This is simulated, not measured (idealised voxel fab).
Process module, titled voxel ribs on slabs
Section cut is 265 nm wide and gridded with 5 nm square cells.
In what follows, cross-sections appear as grids of square cells, described through bands that run from the top down, where every band is one or more rows of cells.
This entry defines a band. It first specifies the height of the band's top and the height of its bottom in nm, and then specifies the band's materials from left to right, stating each material with its width in nm. The word "all across" identifies a single material that fills the band from edge to edge, while the word "blank" identifies empty space.
Heads up on the height convention: 0 is the point under which the incoming wafer is all one material, and the lowest band has no bottom, it just keeps going down, like "top 0, no bottom".
So if you see something like "30..40" for the width, read it as the top row of the band sitting at the first number and the bottom row at the second, with every row in between moving by the same amount as the last.
"nothing altered" for a step: no cell of the cross-section changed in that step.
The entry titled "Sealed cavities" provides the empty spaces that have no open way to the top, restricted to those of 8 cells or more. Each is presented as width x height at distance, the distance being measured from the left edge, with all three in nm.
It should be noted that, on the line of a given step, the content following the step's settings is a remark produced by the simulator itself with respect to that step.
overlay nm: how far to the right of its planned place the mask lay on this masked step (negative: to the left).
SET OUT BELOW ARE THE PLANNED STEPS OF THE PROCESS
1. RECEIVE: material Si
2. DIRECTIONAL_DEP: material SiO2, thk nm 25
3. DIRECTIONAL_DEP: material SiN, thk nm 20
4. MASKED_ETCH: tone cover, mask id RIB, width nm 20, etch materials SiN, depth nm 15, overlay nm 0
5. PATTERN: tone cover, mask id SLAB, material resist, width nm 60, thk nm 15, overlay nm 0
6. DIRECTIONAL_ETCH: etch materials SiN, depth nm 5
7. STRIP: etch materials resist
8. FILL_DEP: material SiO2, thk nm 30
9. CMP: height nm 65
10. DIRECTIONAL_DEP: material W, thk nm 10
11. PATTERN: tone cover, mask id HEATER, material resist, width nm 30, thk nm 20, overlay nm 0
12. DIRECTIONAL_ETCH: etch materials W, depth nm 10
13. STRIP: etch materials resist
14. CONFORMAL_DEP: material SiO2, thk nm 10
AS RECEIVED, AFTER STEP 1
  top 0, no bottom  Si all across
  Sealed cavities: none
WAFER AT MODULE END, IN SECTION. BEGAN AS ABOVE, PLANNED AS ABOVE, RUN WITH ONE MISTAKE
  top 85, bottom 75  blank: 105 / SiO2: 50 / blank: 110
  top 75, bottom 65  SiO2: 115 / W: 30 / SiO2: 120
  top 65, bottom 20  SiO2 all across
  top 20, bottom 0  SiN all across
  top 0, no bottom  Si all across
  Sealed cavities: none
Short version of what went wrong: deviation from plan: step 3 and step 2 executed in one another's positions
